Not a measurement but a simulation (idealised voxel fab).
This is a process module. Its name is voxel self aligned contacts.
225 nm wide, 5 nm square cells: that's cross-section cut.
Heads up, the way a cross-section reads in here is a grid of square cells, handed over as bands from the top down, with every band being one or more rows of cells.
It is stipulated that each band's entry specify, in nanometres, the height of the top of the band and then that of its bottom, followed by the materials of the band in left-to-right sequence, each together with its width in nanometres. A single material marked by the word "throughout" is understood to fill the band from edge to edge; the word "air" is understood to denote empty space.
Heads up on the height convention: 0 is the point under which the incoming wafer is all one material, and the lowest band has no bottom, it just keeps going down, like "0..down".
Graded width ("30->40"): value in top row of band = first number; value in bottom row = second number; row-to-row change constant.
Key: "no modifications" - step with no changed cell in the cross-section.
Reported under the label "Listed closed voids" are the empty spaces having no open way to the top and comprising 8 cells or more; the notation for each is width x height at distance, in which the distance is measured from the left edge and all three values are in nm.
On a step's line, text after the settings is the simulator commenting on that step.
"overlay nm" denotes, for a step that has a mask, the displacement of the mask to the right of its planned place, with negative values corresponding to the left.

Process steps foreseen in the plan:
- 1: RECEIVE with material Si
- 2: CONFORMAL_DEP with material SiO2, thk nm 5
- 3: DIRECTIONAL_DEP with material polySi, thk nm 20
- 4: DIRECTIONAL_DEP with material SiN, thk nm 20
- 5: PATTERN with tone cover, mask id GATE, material resist, width nm 35, pitch nm 65, thk nm 15, overlay nm 0
- 6: DIRECTIONAL_ETCH with etch materials SiN, depth nm 20
- 7: DIRECTIONAL_ETCH with etch materials polySi, depth nm 20
- 8: STRIP with etch materials resist
- 9: CONFORMAL_DEP with material SiN, thk nm 5
- 10: DIRECTIONAL_ETCH with etch materials SiN, depth nm 5
- 11: FILL_DEP with material SiO2, thk nm 15
- 12: CMP with height nm 50
- 13: PATTERN with tone open, mask id CONTACT, material resist, width nm 40, thk nm 15, overlay nm 0
- 14: DIRECTIONAL_ETCH with etch materials SiO2, depth nm 50
- 15: STRIP with etch materials resist
- 16: CONFORMAL_DEP with material TiN, thk nm 5
- 17: FILL_DEP with material Ru, thk nm 10
- 18: CMP with height nm 50
- 19: CONFORMAL_DEP with material SiCN, thk nm 5

First wafer out of two, processed as planned:

Cross-section of the wafer at receipt, which is the condition after step 1:
	0..down  Si throughout
	Listed closed voids: none

Presented here is a cross-section of the wafer after step 2 has been performed:
	5..0  SiO2 throughout
	Below 0, no change.

Presented here is a cross-section of the wafer after step 3 has been performed:
	25..5  polySi throughout
	Below 5, no change.

Presented here is a cross-section of the wafer after step 4 has been performed:
	45..25  SiN throughout
	Below 25, no change.

Presented here is a cross-section of the wafer after step 5 has been performed:
	60..45  60 nm air; 35 nm resist; 30 nm air; 35 nm resist; 65 nm air
	Below 45, no change.

Presented here is a cross-section of the wafer after step 6 has been performed:
	60..45  60 nm air; 35 nm resist; 30 nm air; 35 nm resist; 65 nm air
	45..25  60 nm air; 35 nm SiN; 30 nm air; 35 nm SiN; 65 nm air
	Below 25, no change.

Presented here is a cross-section of the wafer after step 7 has been performed:
	60..45  60 nm air; 35 nm resist; 30 nm air; 35 nm resist; 65 nm air
	45..25  60 nm air; 35 nm SiN; 30 nm air; 35 nm SiN; 65 nm air
	25..5  60 nm air; 35 nm polySi; 30 nm air; 35 nm polySi; 65 nm air
	Below 5, no change.

Presented here is a cross-section of the wafer after step 8 has been performed:
	45..25  60 nm air; 35 nm SiN; 30 nm air; 35 nm SiN; 65 nm air
	Below 25, no change.

Presented here is a cross-section of the wafer after step 9 has been performed:
	50..25  55 nm air; 45 nm SiN; 20 nm air; 45 nm SiN; 60 nm air
	25..10  55 nm air; 5 nm SiN; 35 nm polySi; 5 nm SiN; 20 nm air; 5 nm SiN; 35 nm polySi; 5 nm SiN; 60 nm air
	10..5  60 nm SiN; 35 nm polySi; 30 nm SiN; 35 nm polySi; 65 nm SiN
	Below 5, no change.

Presented here is a cross-section of the wafer after step 10 has been performed:
	45..25  55 nm air; 45 nm SiN; 20 nm air; 45 nm SiN; 60 nm air
	25..5  55 nm air; 5 nm SiN; 35 nm polySi; 5 nm SiN; 20 nm air; 5 nm SiN; 35 nm polySi; 5 nm SiN; 60 nm air
	Below 5, no change.

Presented here is a cross-section of the wafer after step 11 has been performed:
	60..45  SiO2 throughout
	45..25  55 nm SiO2; 45 nm SiN; 20 nm SiO2; 45 nm SiN; 60 nm SiO2
	25..5  55 nm SiO2; 5 nm SiN; 35 nm polySi; 5 nm SiN; 20 nm SiO2; 5 nm SiN; 35 nm polySi; 5 nm SiN; 60 nm SiO2
	Below 5, no change.

Presented here is a cross-section of the wafer after step 12 has been performed:
	50..45  SiO2 throughout
	Below 45, no change.

Presented here is a cross-section of the wafer after step 13 has been performed:
	65..50  90 nm resist; 40 nm air; 95 nm resist
	Below 50, no change.

Presented here is a cross-section of the wafer after step 14 has been performed:
	65..50  90 nm resist; 40 nm air; 95 nm resist
	50..45  90 nm SiO2; 40 nm air; 95 nm SiO2
	45..25  55 nm SiO2; 45 nm SiN; 20 nm air; 45 nm SiN; 60 nm SiO2
	25..5  55 nm SiO2; 5 nm SiN; 35 nm polySi; 5 nm SiN; 20 nm air; 5 nm SiN; 35 nm polySi; 5 nm SiN; 60 nm SiO2
	5..0  100 nm SiO2; 20 nm air; 105 nm SiO2
	Below 0, no change.

Presented here is a cross-section of the wafer after step 15 has been performed:
	50..45  90 nm SiO2; 40 nm air; 95 nm SiO2
	Below 45, no change.

Presented here is a cross-section of the wafer after step 16 has been performed:
	55..50  95 nm TiN; 30 nm air; 100 nm TiN
	50..45  90 nm SiO2; 15 nm TiN; 10 nm air; 15 nm TiN; 95 nm SiO2
	45..25  55 nm SiO2; 45 nm SiN; 5 nm TiN; 10 nm air; 5 nm TiN; 45 nm SiN; 60 nm SiO2
	25..5  55 nm SiO2; 5 nm SiN; 35 nm polySi; 5 nm SiN; 5 nm TiN; 10 nm air; 5 nm TiN; 5 nm SiN; 35 nm polySi; 5 nm SiN; 60 nm SiO2
	5..0  100 nm SiO2; 20 nm TiN; 105 nm SiO2
	Below 0, no change.

Presented here is a cross-section of the wafer after step 17 has been performed:
	65..55  Ru throughout
	55..50  95 nm TiN; 30 nm Ru; 100 nm TiN
	50..45  90 nm SiO2; 15 nm TiN; 10 nm Ru; 15 nm TiN; 95 nm SiO2
	45..25  55 nm SiO2; 45 nm SiN; 5 nm TiN; 10 nm Ru; 5 nm TiN; 45 nm SiN; 60 nm SiO2
	25..5  55 nm SiO2; 5 nm SiN; 35 nm polySi; 5 nm SiN; 5 nm TiN; 10 nm Ru; 5 nm TiN; 5 nm SiN; 35 nm polySi; 5 nm SiN; 60 nm SiO2
	Below 5, no change.

Presented here is a cross-section of the wafer after step 18 has been performed:
	50..45  90 nm SiO2; 15 nm TiN; 10 nm Ru; 15 nm TiN; 95 nm SiO2
	Below 45, no change.

Presented here is a cross-section of the wafer after step 19 has been performed:
	55..50  SiCN throughout
	Below 50, no change.

The second wafer: identical to the first at the outset and in its planned sequence, differing only in that one mistake was made during processing; up to and including step 8, its path is the first wafer's path:

Second wafer at the planned finish of step 9, seen in cross-section:
	40..25  60 nm air; 35 nm SiN; 30 nm air; 35 nm SiN; 65 nm air
	Below 25, no change.

Second wafer at the planned finish of step 10, seen in cross-section:
	45..25  55 nm air; 45 nm SiN; 20 nm air; 45 nm SiN; 60 nm air
	25..10  55 nm air; 5 nm SiN; 35 nm polySi; 5 nm SiN; 20 nm air; 5 nm SiN; 35 nm polySi; 5 nm SiN; 60 nm air
	10..5  60 nm SiN; 35 nm polySi; 30 nm SiN; 35 nm polySi; 65 nm SiN
	Below 5, no change.

Second wafer at the planned finish of step 11, seen in cross-section:
	60..45  SiO2 throughout
	45..25  55 nm SiO2; 45 nm SiN; 20 nm SiO2; 45 nm SiN; 60 nm SiO2
	25..10  55 nm SiO2; 5 nm SiN; 35 nm polySi; 5 nm SiN; 20 nm SiO2; 5 nm SiN; 35 nm polySi; 5 nm SiN; 60 nm SiO2
	Below 10, no change.

Second wafer at the planned finish of step 12, seen in cross-section:
	50..45  SiO2 throughout
	Below 45, no change.

Second wafer at the planned finish of step 13, seen in cross-section:
	65..50  90 nm resist; 40 nm air; 95 nm resist
	Below 50, no change.

Second wafer at the planned finish of step 14, seen in cross-section:
	65..50  90 nm resist; 40 nm air; 95 nm resist
	50..45  90 nm SiO2; 40 nm air; 95 nm SiO2
	45..25  55 nm SiO2; 45 nm SiN; 20 nm air; 45 nm SiN; 60 nm SiO2
	25..10  55 nm SiO2; 5 nm SiN; 35 nm polySi; 5 nm SiN; 20 nm air; 5 nm SiN; 35 nm polySi; 5 nm SiN; 60 nm SiO2
	Below 10, no change.

Second wafer at the planned finish of step 15, seen in cross-section:
	50..45  90 nm SiO2; 40 nm air; 95 nm SiO2
	Below 45, no change.

Second wafer at the planned finish of step 16, seen in cross-section:
	55..50  95 nm TiN; 30 nm air; 100 nm TiN
	50..45  90 nm SiO2; 15 nm TiN; 10 nm air; 15 nm TiN; 95 nm SiO2
	45..25  55 nm SiO2; 45 nm SiN; 5 nm TiN; 10 nm air; 5 nm TiN; 45 nm SiN; 60 nm SiO2
	25..15  55 nm SiO2; 5 nm SiN; 35 nm polySi; 5 nm SiN; 5 nm TiN; 10 nm air; 5 nm TiN; 5 nm SiN; 35 nm polySi; 5 nm SiN; 60 nm SiO2
	15..10  55 nm SiO2; 5 nm SiN; 35 nm polySi; 5 nm SiN; 20 nm TiN; 5 nm SiN; 35 nm polySi; 5 nm SiN; 60 nm SiO2
	Below 10, no change.

Second wafer at the planned finish of step 17, seen in cross-section:
	65..55  Ru throughout
	55..50  95 nm TiN; 30 nm Ru; 100 nm TiN
	50..45  90 nm SiO2; 15 nm TiN; 10 nm Ru; 15 nm TiN; 95 nm SiO2
	45..25  55 nm SiO2; 45 nm SiN; 5 nm TiN; 10 nm Ru; 5 nm TiN; 45 nm SiN; 60 nm SiO2
	25..15  55 nm SiO2; 5 nm SiN; 35 nm polySi; 5 nm SiN; 5 nm TiN; 10 nm Ru; 5 nm TiN; 5 nm SiN; 35 nm polySi; 5 nm SiN; 60 nm SiO2
	Below 15, no change.

Second wafer at the planned finish of step 18, seen in cross-section:
	50..45  90 nm SiO2; 15 nm TiN; 10 nm Ru; 15 nm TiN; 95 nm SiO2
	Below 45, no change.

Second wafer at the planned finish of step 19, seen in cross-section:
	55..50  SiCN throughout
	Below 50, no change.
In executing the process, a mistake was made relative to the plan: the run placed steps 9 and 10 each in the position the plan gave to the other
Materials where the second wafer ends with more or fewer cells than the first: -4 Ru; +27 SiN; -19 SiO2; -4 TiN
